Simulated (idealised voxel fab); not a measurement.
process module | voxel gate over fins
cross-section cut | 280 nm wide | cells 5 nm
A cross-section is a grid of square cells, given in bands from the top down. A band is one or more rows of cells.
Each band's line starts with the height of the band's top and of its bottom, in nm. Then come its materials from left to right, each with its width in nm. One material with "throughout" fills the band from edge to edge. "air" is empty space.
Height 0 is the level under which the wafer as received is all one material. The lowest band goes on downwards, as in "0 down".
A width such as "30 to 40" changes by the same amount from each row of cells to the next, from the band's top row to its bottom row.
"no change" after a step means that no cell of the cross-section changed.
closed voids: empty space of 8 cells or more with no open way to the top, each as width x height at its distance from the left edge, in nm
after a step's settings: what the simulator itself notes on the step
overlay nm, on a step with a mask: how far to the right of its planned place the mask lay; to the left if negative
plan
1 op RECEIVE | material Si
2 op CONFORMAL_DEP | material SiN | thk nm 10
3 op DIRECTIONAL_DEP | material aC | thk nm 15
4 op PATTERN | tone cover | mask id FINS | material resist | width nm 15 | pitch nm 50 | thk nm 30 | overlay nm 0
5 op DIRECTIONAL_ETCH | etch materials aC | depth nm 15
6 op STRIP | etch materials resist
7 op DIRECTIONAL_ETCH | etch materials SiN | depth nm 10
8 op DIRECTIONAL_ETCH | etch materials Si | depth nm 30
9 op STRIP | etch materials aC
10 op OXIDIZE | depth nm 5
11 op FILL_DEP | material SiO2 | thk nm 15
12 op CMP | height nm 10
13 op MASKED_ETCH | tone open | mask id RAIL | width nm 15 | etch materials SiO2 | depth nm 35 | overlay nm 0
14 op CONFORMAL_DEP | material TiN | thk nm 5
15 op FILL_DEP | material W | thk nm 5
16 op CMP | height nm 10
17 op SELECTIVE_ETCH | etch materials W Ru TiN | depth nm 25
18 op FILL_DEP | material SiO2 | thk nm 5
19 op CMP | height nm 10
20 op SELECTIVE_ETCH | etch materials SiO2 | depth nm 20
21 op STRIP | etch materials SiN
22 op CONFORMAL_DEP | material HfO2 | thk nm 5
23 op CONFORMAL_DEP | material TiN | thk nm 5
24 op FILL_DEP | material W | thk nm 15
25 op CMP | height nm 20
26 op CONFORMAL_DEP | material SiN | thk nm 5
as received, after step 1
  0 down: Si throughout
  closed voids: none
a wafer at the end: this start, this plan, one mistake
  25 to 20: SiN throughout
  20 to 5: W throughout
  5 to 0: W 55 | TiN 15 | W 35 | TiN 15 | W 35 | TiN 15 | W 35 | TiN 15 | W 60
  0 to -5: W 55 | TiN 5 | Si 5 | TiN 5 | W 35 | TiN 5 | Si 5 | TiN 5 | W 35 | TiN 5 | Si 5 | TiN 5 | W 35 | TiN 5 | Si 5 | TiN 5 | W 60
  -5 to -10: TiN 60 | Si 5 | TiN 45 | Si 5 | TiN 45 | Si 5 | TiN 45 | Si 5 | TiN 65
  -10 to -15: SiO2 60 | Si 5 | SiO2 45 | Si 5 | SiO2 45 | Si 5 | SiO2 45 | Si 5 | SiO2 65
  -15 to -20: SiO2 60 | Si 5 | SiO2 15 | TiN 5 | W 5 | TiN 5 | SiO2 15 | Si 5 | SiO2 45 | Si 5 | SiO2 45 | Si 5 | SiO2 65
  -20 to -25: SiO2 60 | Si 5 | SiO2 15 | TiN 15 | SiO2 15 | Si 5 | SiO2 45 | Si 5 | SiO2 45 | Si 5 | SiO2 65
  -25 to -35: SiO2 60 | Si 5 | SiO2 45 | Si 5 | SiO2 45 | Si 5 | SiO2 45 | Si 5 | SiO2 65
  -35 down: Si throughout
  closed voids: none
what went wrong: step 22 was left out
